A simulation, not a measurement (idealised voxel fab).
process module | voxel self aligned contacts
cross-section cut | 145 nm wide | cells 5 nm
A cross-section is a grid of square cells, given in bands from the top down. A band is one or more rows of cells.
Each band's line starts with the height of the band's top and of its bottom, in nm. Then come its materials from left to right, each with its width in nm. One material with "throughout" fills the band from edge to edge. "air" is empty space.
Height 0 is the level under which the wafer as received is all one material. The lowest band goes on downwards, as in "0 down".
A width such as "30 to 40" changes by the same amount from each row of cells to the next, from the band's top row to its bottom row.
"no change" after a step means that no cell of the cross-section changed.
closed voids: empty space of 8 cells or more with no open way to the top, each as width x height at its distance from the left edge, in nm
after a step's settings: what the simulator itself notes on the step
overlay nm, on a step with a mask: how far to the right of its planned place the mask lay; to the left if negative
plan
1 op RECEIVE | material Si
2 op CONFORMAL_DEP | material SiO2 | thk nm 5
3 op DIRECTIONAL_DEP | material polySi | thk nm 30
4 op DIRECTIONAL_DEP | material SiN | thk nm 20
5 op DIRECTIONAL_DEP | material aC | thk nm 15
6 op PATTERN | tone cover | mask id GATE | material resist | width nm 30 | pitch nm 55 | thk nm 30 | overlay nm 0
7 op DIRECTIONAL_ETCH | etch materials aC | depth nm 15
8 op STRIP | etch materials resist
9 op DIRECTIONAL_ETCH | etch materials SiN | depth nm 20
10 op DIRECTIONAL_ETCH | etch materials polySi | depth nm 30
11 op STRIP | etch materials aC
12 op CONFORMAL_DEP | material SiN | thk nm 5
13 op DIRECTIONAL_ETCH | etch materials SiN | depth nm 5
14 op FILL_DEP | material SiO2 | thk nm 10
15 op CMP | height nm 60
16 op MASKED_ETCH | tone open | mask id CONTACT | width nm 35 | etch materials SiO2 | depth nm 60 | overlay nm 0
17 op CONFORMAL_DEP | material TiN | thk nm 5
18 op FILL_DEP | material W | thk nm 10
19 op CMP | height nm 60
20 op CONFORMAL_DEP | material SiN | thk nm 5
as received, after step 1
  0 down: Si throughout
  closed voids: none
first wafer at the end, as planned
  65 to 60: SiN throughout
  60 to 55: SiO2 55 | TiN 15 | W 5 | TiN 15 | SiO2 55
  55 to 35: SiO2 25 | SiN 40 | TiN 5 | W 5 | TiN 5 | SiN 40 | SiO2 25
  35 to 5: SiO2 25 | SiN 5 | polySi 30 | SiN 5 | TiN 5 | W 5 | TiN 5 | SiN 5 | polySi 30 | SiN 5 | SiO2 25
  5 to 0: SiO2 65 | TiN 15 | SiO2 65
  0 down: Si throughout
  closed voids: none
second wafer at the end: like start, like plan, one mistake
  60 to 55: SiN throughout
  55 to 35: SiO2 25 | SiN 40 | TiN 5 | W 5 | TiN 5 | SiN 40 | SiO2 25
  35 to 5: SiO2 25 | SiN 5 | polySi 30 | SiN 5 | TiN 5 | W 5 | TiN 5 | SiN 5 | polySi 30 | SiN 5 | SiO2 25
  5 to 0: SiO2 65 | TiN 15 | SiO2 65
  0 down: Si throughout
  closed voids: none
what went wrong: step 19 ran as: op CMP | height nm 55
at the end the second wafer has, in cells: 22 fewer of SiO2 | 6 fewer of TiN | 1 fewer of W
